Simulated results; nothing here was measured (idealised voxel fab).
process module | voxel transistor to metal
cross-section cut | 295 nm wide | cells 5 nm
A cross-section is a grid of square cells, given in bands from the top down. A band is one or more rows of cells.
Each band's line starts with the height of the band's top and of its bottom, in nm. Then come its materials from left to right, each with its width in nm. One material with "throughout" fills the band from edge to edge. "air" is empty space.
Height 0 is the level under which the wafer as received is all one material. The lowest band goes on downwards, as in "0 down".
A width such as "30 to 40" changes by the same amount from each row of cells to the next, from the band's top row to its bottom row.
"no change" after a step means that no cell of the cross-section changed.
closed voids: empty space of 8 cells or more with no open way to the top, each as width x height at its distance from the left edge, in nm
after a step's settings: what the simulator itself notes on the step
overlay nm, on a step with a mask: how far to the right of its planned place the mask lay; to the left if negative
plan
1 op RECEIVE | material Si
2 op OXIDIZE | depth nm 5
3 op CONFORMAL_DEP | material SiN | thk nm 15
4 op DIRECTIONAL_DEP | material aC | thk nm 10
5 op PATTERN | tone cover | mask id ACTIVE | material resist | width nm 95 | pitch nm 125 | thk nm 30 | overlay nm 0
6 op DIRECTIONAL_ETCH | etch materials aC | depth nm 10
7 op STRIP | etch materials resist
8 op DIRECTIONAL_ETCH | etch materials SiN | depth nm 15
9 op DIRECTIONAL_ETCH | etch materials SiO2 | depth nm 5
10 op DIRECTIONAL_ETCH | etch materials Si | depth nm 35
11 op STRIP | etch materials aC
12 op OXIDIZE | depth nm 5
13 op FILL_DEP | material SiO2 | thk nm 15
14 op CMP | height nm 15
15 op SELECTIVE_ETCH | etch materials SiO2 | depth nm 5
16 op STRIP | etch materials SiN
17 op SELECTIVE_ETCH | etch materials SiO2 | depth nm 5
18 op OXIDIZE | depth nm 5
19 op DIRECTIONAL_DEP | material polySi | thk nm 30
20 op DIRECTIONAL_DEP | material SiCN | thk nm 15
21 op MASKED_ETCH | tone cover | mask id GATE | width nm 25 | pitch nm 125 | etch materials SiCN | depth nm 25 | overlay nm 0
22 op MASKED_ETCH | tone cover | mask id GATE | width nm 25 | pitch nm 125 | etch materials polySi | depth nm 40 | overlay nm 0
23 op CONFORMAL_DEP | material SiN | thk nm 5
24 op DIRECTIONAL_ETCH | etch materials SiN | depth nm 5
25 op DIRECTIONAL_ETCH | etch materials SiO2 | depth nm 5
26 op EPI | material nSi | thk nm 5
27 op FILL_DEP | material SiO2 | thk nm 5
28 op CMP | height nm 40
29 op DIRECTIONAL_DEP | material SiO2 | thk nm 10
30 op DIRECTIONAL_DEP | material aC | thk nm 10
31 op PATTERN | tone open | mask id CONTACT | material resist | width nm 25 | thk nm 30 | overlay nm 0
32 op DIRECTIONAL_ETCH | etch materials aC | depth nm 10
33 op STRIP | etch materials resist
34 op DIRECTIONAL_ETCH | etch materials SiO2 | depth nm 55
35 op STRIP | etch materials aC
36 op CONFORMAL_DEP | material TiN | thk nm 5
37 op FILL_DEP | material Ru | thk nm 10
38 op CMP | height nm 50
39 op DIRECTIONAL_DEP | material TiN | thk nm 5
40 op DIRECTIONAL_DEP | material W | thk nm 15
41 op DIRECTIONAL_DEP | material aC | thk nm 15
42 op PATTERN | tone cover | mask id METAL_1 | material resist | width nm 15 | thk nm 35 | overlay nm 0
43 op DIRECTIONAL_ETCH | etch materials aC | depth nm 15
44 op STRIP | etch materials resist
45 op DIRECTIONAL_ETCH | etch materials W | depth nm 15
46 op DIRECTIONAL_ETCH | etch materials TiN | depth nm 5
47 op STRIP | etch materials aC
48 op FILL_DEP | material SiO2 | thk nm 5
49 op CMP | height nm 70
50 op CONFORMAL_DEP | material SiN | thk nm 5
first wafer, as planned
as received, after step 1
  0 down: Si throughout
  closed voids: none
after step 2
  0 to -5: SiO2 throughout
  below -5: unchanged
after step 3
  15 to 0: SiN throughout
  below 0: unchanged
after step 4
  25 to 15: aC throughout
  below 15: unchanged
after step 5
  55 to 25: air 35 | resist 95 | air 30 | resist 95 | air 40
  below 25: unchanged
after step 6
  45 to 25: air 35 | resist 95 | air 30 | resist 95 | air 40
  25 to 15: air 35 | aC 95 | air 30 | aC 95 | air 40
  below 15: unchanged
after step 7
  25 to 15: air 35 | aC 95 | air 30 | aC 95 | air 40
  below 15: unchanged
after step 8
  25 to 15: air 35 | aC 95 | air 30 | aC 95 | air 40
  15 to 0: air 35 | SiN 95 | air 30 | SiN 95 | air 40
  below 0: unchanged
after step 9
  25 to 15: air 35 | aC 95 | air 30 | aC 95 | air 40
  15 to 0: air 35 | SiN 95 | air 30 | SiN 95 | air 40
  0 to -5: air 35 | SiO2 95 | air 30 | SiO2 95 | air 40
  below -5: unchanged
after step 10
  25 to 15: air 35 | aC 95 | air 30 | aC 95 | air 40
  15 to 0: air 35 | SiN 95 | air 30 | SiN 95 | air 40
  0 to -5: air 35 | SiO2 95 | air 30 | SiO2 95 | air 40
  -5 to -40: air 35 | Si 95 | air 30 | Si 95 | air 40
  below -40: unchanged
after step 11
  15 to 0: air 35 | SiN 95 | air 30 | SiN 95 | air 40
  below 0: unchanged
after step 12
  15 to 0: air 35 | SiN 95 | air 30 | SiN 95 | air 40
  0 to -5: air 35 | SiO2 95 | air 30 | SiO2 95 | air 40
  -5 to -40: air 35 | SiO2 5 | Si 85 | SiO2 5 | air 30 | SiO2 5 | Si 85 | SiO2 5 | air 40
  -40 to -45: SiO2 40 | Si 85 | SiO2 40 | Si 85 | SiO2 45
  below -45: unchanged
after step 13
  30 to 15: SiO2 throughout
  15 to 0: SiO2 35 | SiN 95 | SiO2 30 | SiN 95 | SiO2 40
  0 to -5: SiO2 throughout
  -5 to -45: SiO2 40 | Si 85 | SiO2 40 | Si 85 | SiO2 45
  below -45: unchanged
after step 14
  15 to 0: SiO2 35 | SiN 95 | SiO2 30 | SiN 95 | SiO2 40
  below 0: unchanged
after step 15
  15 to 10: air 35 | SiN 95 | air 30 | SiN 95 | air 40
  below 10: unchanged
after step 16
  10 to 0: SiO2 35 | air 95 | SiO2 30 | air 95 | SiO2 40
  below 0: unchanged
after step 17
  5 to -5: SiO2 30 | air 105 | SiO2 20 | air 105 | SiO2 35
  below -5: unchanged
after step 18
  5 to -5: SiO2 30 | air 105 | SiO2 20 | air 105 | SiO2 35
  -5 to -10: SiO2 throughout
  below -10: unchanged
after step 19
  35 to 25: polySi 30 | air 105 | polySi 20 | air 105 | polySi 35
  25 to 5: polySi throughout
  5 to -5: SiO2 30 | polySi 105 | SiO2 20 | polySi 105 | SiO2 35
  below -5: unchanged
after step 20
  50 to 40: SiCN 30 | air 105 | SiCN 20 | air 105 | SiCN 35
  40 to 35: SiCN throughout
  35 to 25: polySi 30 | SiCN 105 | polySi 20 | SiCN 105 | polySi 35
  below 25: unchanged
after step 21
  40 to 35: air 70 | SiCN 25 | air 100 | SiCN 25 | air 75
  35 to 25: polySi 30 | air 40 | SiCN 25 | air 40 | polySi 20 | air 40 | SiCN 25 | air 40 | polySi 35
  below 25: unchanged
after step 22
  40 to 25: air 70 | SiCN 25 | air 100 | SiCN 25 | air 75
  25 to 5: air 70 | polySi 25 | air 100 | polySi 25 | air 75
  5 to -5: SiO2 30 | air 40 | polySi 25 | air 40 | SiO2 20 | air 40 | polySi 25 | air 40 | SiO2 35
  below -5: unchanged
after step 23
  45 to 40: air 65 | SiN 35 | air 90 | SiN 35 | air 70
  40 to 25: air 65 | SiN 5 | SiCN 25 | SiN 5 | air 90 | SiN 5 | SiCN 25 | SiN 5 | air 70
  25 to 10: air 65 | SiN 5 | polySi 25 | SiN 5 | air 90 | SiN 5 | polySi 25 | SiN 5 | air 70
  10 to 5: SiN 35 | air 30 | SiN 5 | polySi 25 | SiN 5 | air 30 | SiN 30 | air 30 | SiN 5 | polySi 25 | SiN 5 | air 30 | SiN 40
  5 to 0: SiO2 30 | SiN 5 | air 30 | SiN 5 | polySi 25 | SiN 5 | air 30 | SiN 5 | SiO2 20 | SiN 5 | air 30 | SiN 5 | polySi 25 | SiN 5 | air 30 | SiN 5 | SiO2 35
  0 to -5: SiO2 30 | SiN 40 | polySi 25 | SiN 40 | SiO2 20 | SiN 40 | polySi 25 | SiN 40 | SiO2 35
  below -5: unchanged
after step 24
  40 to 25: air 65 | SiN 5 | SiCN 25 | SiN 5 | air 90 | SiN 5 | SiCN 25 | SiN 5 | air 70
  25 to 5: air 65 | SiN 5 | polySi 25 | SiN 5 | air 90 | SiN 5 | polySi 25 | SiN 5 | air 70
  5 to -5: SiO2 30 | SiN 5 | air 30 | SiN 5 | polySi 25 | SiN 5 | air 30 | SiN 5 | SiO2 20 | SiN 5 | air 30 | SiN 5 | polySi 25 | SiN 5 | air 30 | SiN 5 | SiO2 35
  below -5: unchanged
after step 25
  40 to 25: air 65 | SiN 5 | SiCN 25 | SiN 5 | air 90 | SiN 5 | SiCN 25 | SiN 5 | air 70
  25 to 5: air 65 | SiN 5 | polySi 25 | SiN 5 | air 90 | SiN 5 | polySi 25 | SiN 5 | air 70
  5 to 0: air 30 | SiN 5 | air 30 | SiN 5 | polySi 25 | SiN 5 | air 30 | SiN 5 | air 20 | SiN 5 | air 30 | SiN 5 | polySi 25 | SiN 5 | air 30 | SiN 5 | air 35
  0 to -5: SiO2 30 | SiN 5 | air 30 | SiN 5 | polySi 25 | SiN 5 | air 30 | SiN 5 | SiO2 20 | SiN 5 | air 30 | SiN 5 | polySi 25 | SiN 5 | air 30 | SiN 5 | SiO2 35
  -5 to -10: SiO2 35 | air 30 | SiO2 35 | air 30 | SiO2 30 | air 30 | SiO2 35 | air 30 | SiO2 40
  below -10: unchanged
after step 26
  40 to 25: air 65 | SiN 5 | SiCN 25 | SiN 5 | air 90 | SiN 5 | SiCN 25 | SiN 5 | air 70
  25 to 5: air 65 | SiN 5 | polySi 25 | SiN 5 | air 90 | SiN 5 | polySi 25 | SiN 5 | air 70
  5 to 0: air 30 | SiN 5 | air 30 | SiN 5 | polySi 25 | SiN 5 | air 30 | SiN 5 | air 20 | SiN 5 | air 30 | SiN 5 | polySi 25 | SiN 5 | air 30 | SiN 5 | air 35
  0 to -5: SiO2 30 | SiN 5 | air 30 | SiN 5 | polySi 25 | SiN 5 | air 30 | SiN 5 | SiO2 20 | SiN 5 | air 30 | SiN 5 | polySi 25 | SiN 5 | air 30 | SiN 5 | SiO2 35
  -5 to -10: SiO2 35 | nSi 30 | SiO2 35 | nSi 30 | SiO2 30 | nSi 30 | SiO2 35 | nSi 30 | SiO2 40
  below -10: unchanged
after step 27
  45 to 40: SiO2 throughout
  40 to 25: SiO2 65 | SiN 5 | SiCN 25 | SiN 5 | SiO2 90 | SiN 5 | SiCN 25 | SiN 5 | SiO2 70
  25 to 5: SiO2 65 | SiN 5 | polySi 25 | SiN 5 | SiO2 90 | SiN 5 | polySi 25 | SiN 5 | SiO2 70
  5 to -5: SiO2 30 | SiN 5 | SiO2 30 | SiN 5 | polySi 25 | SiN 5 | SiO2 30 | SiN 5 | SiO2 20 | SiN 5 | SiO2 30 | SiN 5 | polySi 25 | SiN 5 | SiO2 30 | SiN 5 | SiO2 35
  below -5: unchanged
after step 28
  40 to 25: SiO2 65 | SiN 5 | SiCN 25 | SiN 5 | SiO2 90 | SiN 5 | SiCN 25 | SiN 5 | SiO2 70
  below 25: unchanged
after step 29
  50 to 40: SiO2 throughout
  below 40: unchanged
after step 30
  60 to 50: aC throughout
  below 50: unchanged
after step 31
  90 to 60: resist 40 | air 25 | resist 35 | air 25 | resist 40 | air 25 | resist 35 | air 25 | resist 45
  below 60: unchanged
after step 32
  80 to 60: resist 40 | air 25 | resist 35 | air 25 | resist 40 | air 25 | resist 35 | air 25 | resist 45
  60 to 50: aC 40 | air 25 | aC 35 | air 25 | aC 40 | air 25 | aC 35 | air 25 | aC 45
  below 50: unchanged
after step 33
  60 to 50: aC 40 | air 25 | aC 35 | air 25 | aC 40 | air 25 | aC 35 | air 25 | aC 45
  below 50: unchanged
after step 34
  60 to 50: aC 40 | air 25 | aC 35 | air 25 | aC 40 | air 25 | aC 35 | air 25 | aC 45
  50 to 40: SiO2 40 | air 25 | SiO2 35 | air 25 | SiO2 40 | air 25 | SiO2 35 | air 25 | SiO2 45
  40 to 25: SiO2 40 | air 25 | SiN 5 | SiCN 25 | SiN 5 | air 25 | SiO2 40 | air 25 | SiN 5 | SiCN 25 | SiN 5 | air 25 | SiO2 45
  25 to 5: SiO2 40 | air 25 | SiN 5 | polySi 25 | SiN 5 | air 25 | SiO2 40 | air 25 | SiN 5 | polySi 25 | SiN 5 | air 25 | SiO2 45
  5 to -5: SiO2 30 | SiN 5 | SiO2 5 | air 25 | SiN 5 | polySi 25 | SiN 5 | air 25 | SiO2 5 | SiN 5 | SiO2 20 | SiN 5 | SiO2 5 | air 25 | SiN 5 | polySi 25 | SiN 5 | air 25 | SiO2 5 | SiN 5 | SiO2 35
  below -5: unchanged
after step 35
  50 to 40: SiO2 40 | air 25 | SiO2 35 | air 25 | SiO2 40 | air 25 | SiO2 35 | air 25 | SiO2 45
  below 40: unchanged
after step 36
  55 to 50: TiN 45 | air 15 | TiN 45 | air 15 | TiN 50 | air 15 | TiN 45 | air 15 | TiN 50
  50 to 40: SiO2 40 | TiN 5 | air 15 | TiN 5 | SiO2 35 | TiN 5 | air 15 | TiN 5 | SiO2 40 | TiN 5 | air 15 | TiN 5 | SiO2 35 | TiN 5 | air 15 | TiN 5 | SiO2 45
  40 to 25: SiO2 40 | TiN 5 | air 15 | TiN 5 | SiN 5 | SiCN 25 | SiN 5 | TiN 5 | air 15 | TiN 5 | SiO2 40 | TiN 5 | air 15 | TiN 5 | SiN 5 | SiCN 25 | SiN 5 | TiN 5 | air 15 | TiN 5 | SiO2 45
  25 to 5: SiO2 40 | TiN 5 | air 15 | TiN 5 | SiN 5 | polySi 25 | SiN 5 | TiN 5 | air 15 | TiN 5 | SiO2 40 | TiN 5 | air 15 | TiN 5 | SiN 5 | polySi 25 | SiN 5 | TiN 5 | air 15 | TiN 5 | SiO2 45
  5 to 0: SiO2 30 | SiN 5 | SiO2 5 | TiN 5 | air 15 | TiN 5 | SiN 5 | polySi 25 | SiN 5 | TiN 5 | air 15 | TiN 5 | SiO2 5 | SiN 5 | SiO2 20 | SiN 5 | SiO2 5 | TiN 5 | air 15 | TiN 5 | SiN 5 | polySi 25 | SiN 5 | TiN 5 | air 15 | TiN 5 | SiO2 5 | SiN 5 | SiO2 35
  0 to -5: SiO2 30 | SiN 5 | SiO2 5 | TiN 25 | SiN 5 | polySi 25 | SiN 5 | TiN 25 | SiO2 5 | SiN 5 | SiO2 20 | SiN 5 | SiO2 5 | TiN 25 | SiN 5 | polySi 25 | SiN 5 | TiN 25 | SiO2 5 | SiN 5 | SiO2 35
  below -5: unchanged
after step 37
  65 to 55: Ru throughout
  55 to 50: TiN 45 | Ru 15 | TiN 45 | Ru 15 | TiN 50 | Ru 15 | TiN 45 | Ru 15 | TiN 50
  50 to 40: SiO2 40 | TiN 5 | Ru 15 | TiN 5 | SiO2 35 | TiN 5 | Ru 15 | TiN 5 | SiO2 40 | TiN 5 | Ru 15 | TiN 5 | SiO2 35 | TiN 5 | Ru 15 | TiN 5 | SiO2 45
  40 to 25: SiO2 40 | TiN 5 | Ru 15 | TiN 5 | SiN 5 | SiCN 25 | SiN 5 | TiN 5 | Ru 15 | TiN 5 | SiO2 40 | TiN 5 | Ru 15 | TiN 5 | SiN 5 | SiCN 25 | SiN 5 | TiN 5 | Ru 15 | TiN 5 | SiO2 45
  25 to 5: SiO2 40 | TiN 5 | Ru 15 | TiN 5 | SiN 5 | polySi 25 | SiN 5 | TiN 5 | Ru 15 | TiN 5 | SiO2 40 | TiN 5 | Ru 15 | TiN 5 | SiN 5 | polySi 25 | SiN 5 | TiN 5 | Ru 15 | TiN 5 | SiO2 45
  5 to 0: SiO2 30 | SiN 5 | SiO2 5 | TiN 5 | Ru 15 | TiN 5 | SiN 5 | polySi 25 | SiN 5 | TiN 5 | Ru 15 | TiN 5 | SiO2 5 | SiN 5 | SiO2 20 | SiN 5 | SiO2 5 | TiN 5 | Ru 15 | TiN 5 | SiN 5 | polySi 25 | SiN 5 | TiN 5 | Ru 15 | TiN 5 | SiO2 5 | SiN 5 | SiO2 35
  below 0: unchanged
after step 38
  50 to 40: SiO2 40 | TiN 5 | Ru 15 | TiN 5 | SiO2 35 | TiN 5 | Ru 15 | TiN 5 | SiO2 40 | TiN 5 | Ru 15 | TiN 5 | SiO2 35 | TiN 5 | Ru 15 | TiN 5 | SiO2 45
  below 40: unchanged
after step 39
  55 to 50: TiN throughout
  below 50: unchanged
after step 40
  70 to 55: W throughout
  below 55: unchanged
after step 41
  85 to 70: aC throughout
  below 70: unchanged
after step 42
  120 to 85: air 40 | resist 15 | air 55 | resist 15 | air 40 | resist 15 | air 55 | resist 15 | air 45
  below 85: unchanged
after step 43
  105 to 85: air 40 | resist 15 | air 55 | resist 15 | air 40 | resist 15 | air 55 | resist 15 | air 45
  85 to 70: air 40 | aC 15 | air 55 | aC 15 | air 40 | aC 15 | air 55 | aC 15 | air 45
  below 70: unchanged
after step 44
  85 to 70: air 40 | aC 15 | air 55 | aC 15 | air 40 | aC 15 | air 55 | aC 15 | air 45
  below 70: unchanged
after step 45
  85 to 70: air 40 | aC 15 | air 55 | aC 15 | air 40 | aC 15 | air 55 | aC 15 | air 45
  70 to 55: air 40 | W 15 | air 55 | W 15 | air 40 | W 15 | air 55 | W 15 | air 45
  below 55: unchanged
after step 46
  85 to 70: air 40 | aC 15 | air 55 | aC 15 | air 40 | aC 15 | air 55 | aC 15 | air 45
  70 to 55: air 40 | W 15 | air 55 | W 15 | air 40 | W 15 | air 55 | W 15 | air 45
  55 to 50: air 40 | TiN 15 | air 55 | TiN 15 | air 40 | TiN 15 | air 55 | TiN 15 | air 45
  below 50: unchanged
after step 47
  70 to 55: air 40 | W 15 | air 55 | W 15 | air 40 | W 15 | air 55 | W 15 | air 45
  below 55: unchanged
after step 48
  75 to 70: SiO2 throughout
  70 to 55: SiO2 40 | W 15 | SiO2 55 | W 15 | SiO2 40 | W 15 | SiO2 55 | W 15 | SiO2 45
  55 to 50: SiO2 40 | TiN 15 | SiO2 55 | TiN 15 | SiO2 40 | TiN 15 | SiO2 55 | TiN 15 | SiO2 45
  below 50: unchanged
after step 49
  70 to 55: SiO2 40 | W 15 | SiO2 55 | W 15 | SiO2 40 | W 15 | SiO2 55 | W 15 | SiO2 45
  below 55: unchanged
after step 50
  75 to 70: SiN throughout
  below 70: unchanged
second wafer: like start, like plan, one mistake. Through step 37 it matches the first wafer
when step 38 should have ended: no change
when step 39 should have ended
  70 to 65: TiN throughout
  below 65: unchanged
when step 40 should have ended
  85 to 70: W throughout
  below 70: unchanged
when step 41 should have ended
  100 to 85: aC throughout
  below 85: unchanged
when step 42 should have ended
  135 to 100: air 40 | resist 15 | air 55 | resist 15 | air 40 | resist 15 | air 55 | resist 15 | air 45
  below 100: unchanged
when step 43 should have ended
  120 to 100: air 40 | resist 15 | air 55 | resist 15 | air 40 | resist 15 | air 55 | resist 15 | air 45
  100 to 85: air 40 | aC 15 | air 55 | aC 15 | air 40 | aC 15 | air 55 | aC 15 | air 45
  below 85: unchanged
when step 44 should have ended
  100 to 85: air 40 | aC 15 | air 55 | aC 15 | air 40 | aC 15 | air 55 | aC 15 | air 45
  below 85: unchanged
when step 45 should have ended
  100 to 85: air 40 | aC 15 | air 55 | aC 15 | air 40 | aC 15 | air 55 | aC 15 | air 45
  85 to 70: air 40 | W 15 | air 55 | W 15 | air 40 | W 15 | air 55 | W 15 | air 45
  below 70: unchanged
when step 46 should have ended
  100 to 85: air 40 | aC 15 | air 55 | aC 15 | air 40 | aC 15 | air 55 | aC 15 | air 45
  85 to 70: air 40 | W 15 | air 55 | W 15 | air 40 | W 15 | air 55 | W 15 | air 45
  70 to 65: air 40 | TiN 15 | air 55 | TiN 15 | air 40 | TiN 15 | air 55 | TiN 15 | air 45
  below 65: unchanged
when step 47 should have ended
  85 to 70: air 40 | W 15 | air 55 | W 15 | air 40 | W 15 | air 55 | W 15 | air 45
  below 70: unchanged
when step 48 should have ended
  90 to 85: SiO2 throughout
  85 to 70: SiO2 40 | W 15 | SiO2 55 | W 15 | SiO2 40 | W 15 | SiO2 55 | W 15 | SiO2 45
  70 to 65: SiO2 40 | TiN 15 | SiO2 55 | TiN 15 | SiO2 40 | TiN 15 | SiO2 55 | TiN 15 | SiO2 45
  below 65: unchanged
when step 49 should have ended
  70 to 65: SiO2 40 | TiN 15 | SiO2 55 | TiN 15 | SiO2 40 | TiN 15 | SiO2 55 | TiN 15 | SiO2 45
  below 65: unchanged
when step 50 should have ended
  75 to 70: SiN throughout
  below 70: unchanged
what went wrong: step 38 was left out
at the end the second wafer has, in cells: 130 more of Ru | 141 fewer of SiO2 | 47 more of TiN | 36 fewer of W
